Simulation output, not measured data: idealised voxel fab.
process module | voxel wiring stack
cross-section cut | 160 nm wide | cells 5 nm
A cross-section is a grid of square cells, given in bands from the top down. A band is one or more rows of cells.
Each band's line starts with the height of the band's top and of its bottom, in nm. Then come its materials from left to right, each with its width in nm. One material with "throughout" fills the band from edge to edge. "air" is empty space.
Height 0 is the level under which the wafer as received is all one material. The lowest band goes on downwards, as in "0 down".
A width such as "30 to 40" changes by the same amount from each row of cells to the next, from the band's top row to its bottom row.
"no change" after a step means that no cell of the cross-section changed.
closed voids: empty space of 8 cells or more with no open way to the top, each as width x height at its distance from the left edge, in nm
after a step's settings: what the simulator itself notes on the step
overlay nm, on a step with a mask: how far to the right of its planned place the mask lay; to the left if negative
plan
1 op RECEIVE | material Si
2 op CONFORMAL_DEP | material SiO2 | thk nm 15
3 op DIRECTIONAL_DEP | material TiN | thk nm 5
4 op DIRECTIONAL_DEP | material W | thk nm 25
5 op PATTERN | tone cover | mask id METAL_1 | material resist | width nm 20 | pitch nm 40 | thk nm 20 | overlay nm 0
6 op DIRECTIONAL_ETCH | etch materials W | depth nm 25
7 op DIRECTIONAL_ETCH | etch materials TiN | depth nm 5
8 op STRIP | etch materials resist
9 op FILL_DEP | material lowk | thk nm 10
10 op CMP | height nm 45
11 op CONFORMAL_DEP | material SiCN | thk nm 5
12 op DIRECTIONAL_DEP | material lowk | thk nm 30
13 op DIRECTIONAL_DEP | material aC | thk nm 15
14 op PATTERN | tone open | mask id METAL_2 | material resist | width nm 20 | pitch nm 40 | thk nm 30 | overlay nm 0
15 op DIRECTIONAL_ETCH | etch materials aC | depth nm 15
16 op STRIP | etch materials resist
17 op DIRECTIONAL_ETCH | etch materials lowk | depth nm 15
18 op STRIP | etch materials aC
19 op MASKED_ETCH | tone open | mask id METAL_2_HOLES | width nm 15 | pitch nm 40 | etch materials lowk | depth nm 15 | overlay nm 0
20 op MASKED_ETCH | tone open | mask id METAL_2_HOLES | width nm 15 | pitch nm 40 | etch materials SiCN | depth nm 5 | overlay nm 0
21 op CONFORMAL_DEP | material TiN | thk nm 5
22 op FILL_DEP | material Cu | thk nm 10
23 op CMP | height nm 80
24 op CONFORMAL_DEP | material SiN | thk nm 5
first wafer, as planned
as received, after step 1
  0 down: Si throughout
  closed voids: none
after step 2
  15 to 0: SiO2 throughout
  below 0: unchanged
after step 3
  20 to 15: TiN throughout
  below 15: unchanged
after step 4
  45 to 20: W throughout
  below 20: unchanged
after step 5
  65 to 45: air 50 | resist 20 | air 20 | resist 20 | air 50
  below 45: unchanged
after step 6
  65 to 45: air 50 | resist 20 | air 20 | resist 20 | air 50
  45 to 20: air 50 | W 20 | air 20 | W 20 | air 50
  below 20: unchanged
after step 7
  65 to 45: air 50 | resist 20 | air 20 | resist 20 | air 50
  45 to 20: air 50 | W 20 | air 20 | W 20 | air 50
  20 to 15: air 50 | TiN 20 | air 20 | TiN 20 | air 50
  below 15: unchanged
after step 8
  45 to 20: air 50 | W 20 | air 20 | W 20 | air 50
  below 20: unchanged
after step 9
  55 to 45: lowk throughout
  45 to 20: lowk 50 | W 20 | lowk 20 | W 20 | lowk 50
  20 to 15: lowk 50 | TiN 20 | lowk 20 | TiN 20 | lowk 50
  below 15: unchanged
after step 10
  45 to 20: lowk 50 | W 20 | lowk 20 | W 20 | lowk 50
  below 20: unchanged
after step 11
  50 to 45: SiCN throughout
  below 45: unchanged
after step 12
  80 to 50: lowk throughout
  below 50: unchanged
after step 13
  95 to 80: aC throughout
  below 80: unchanged
after step 14
  125 to 95: resist 50 | air 20 | resist 20 | air 20 | resist 50
  below 95: unchanged
after step 15
  110 to 95: resist 50 | air 20 | resist 20 | air 20 | resist 50
  95 to 80: aC 50 | air 20 | aC 20 | air 20 | aC 50
  below 80: unchanged
after step 16
  95 to 80: aC 50 | air 20 | aC 20 | air 20 | aC 50
  below 80: unchanged
after step 17
  95 to 80: aC 50 | air 20 | aC 20 | air 20 | aC 50
  80 to 65: lowk 50 | air 20 | lowk 20 | air 20 | lowk 50
  below 65: unchanged
after step 18
  80 to 65: lowk 50 | air 20 | lowk 20 | air 20 | lowk 50
  below 65: unchanged
after step 19
  80 to 65: lowk 50 | air 20 | lowk 20 | air 20 | lowk 50
  65 to 50: lowk 50 | air 15 | lowk 25 | air 15 | lowk 55
  below 50: unchanged
after step 20
  80 to 65: lowk 50 | air 20 | lowk 20 | air 20 | lowk 50
  65 to 50: lowk 50 | air 15 | lowk 25 | air 15 | lowk 55
  50 to 45: SiCN 50 | air 15 | SiCN 25 | air 15 | SiCN 55
  below 45: unchanged
after step 21
  85 to 80: TiN 55 | air 10 | TiN 30 | air 10 | TiN 55
  80 to 70: lowk 50 | TiN 5 | air 10 | TiN 5 | lowk 20 | TiN 5 | air 10 | TiN 5 | lowk 50
  70 to 65: lowk 50 | TiN 5 | air 5 | TiN 10 | lowk 20 | TiN 5 | air 5 | TiN 10 | lowk 50
  65 to 50: lowk 50 | TiN 5 | air 5 | TiN 5 | lowk 25 | TiN 5 | air 5 | TiN 5 | lowk 55
  50 to 45: SiCN 50 | TiN 15 | SiCN 25 | TiN 15 | SiCN 55
  below 45: unchanged
after step 22
  95 to 85: Cu throughout
  85 to 80: TiN 55 | Cu 10 | TiN 30 | Cu 10 | TiN 55
  80 to 70: lowk 50 | TiN 5 | Cu 10 | TiN 5 | lowk 20 | TiN 5 | Cu 10 | TiN 5 | lowk 50
  70 to 65: lowk 50 | TiN 5 | Cu 5 | TiN 10 | lowk 20 | TiN 5 | Cu 5 | TiN 10 | lowk 50
  65 to 50: lowk 50 | TiN 5 | Cu 5 | TiN 5 | lowk 25 | TiN 5 | Cu 5 | TiN 5 | lowk 55
  below 50: unchanged
after step 23
  80 to 70: lowk 50 | TiN 5 | Cu 10 | TiN 5 | lowk 20 | TiN 5 | Cu 10 | TiN 5 | lowk 50
  below 70: unchanged
after step 24
  85 to 80: SiN throughout
  below 80: unchanged
second wafer: like start, like plan, one mistake. Through step 22 it matches the first wafer
when step 23 should have ended: no change
when step 24 should have ended
  100 to 95: SiN throughout
  below 95: unchanged
what went wrong: step 23 was left out
at the end the second wafer has, in cells: 68 more of Cu | 28 more of TiN
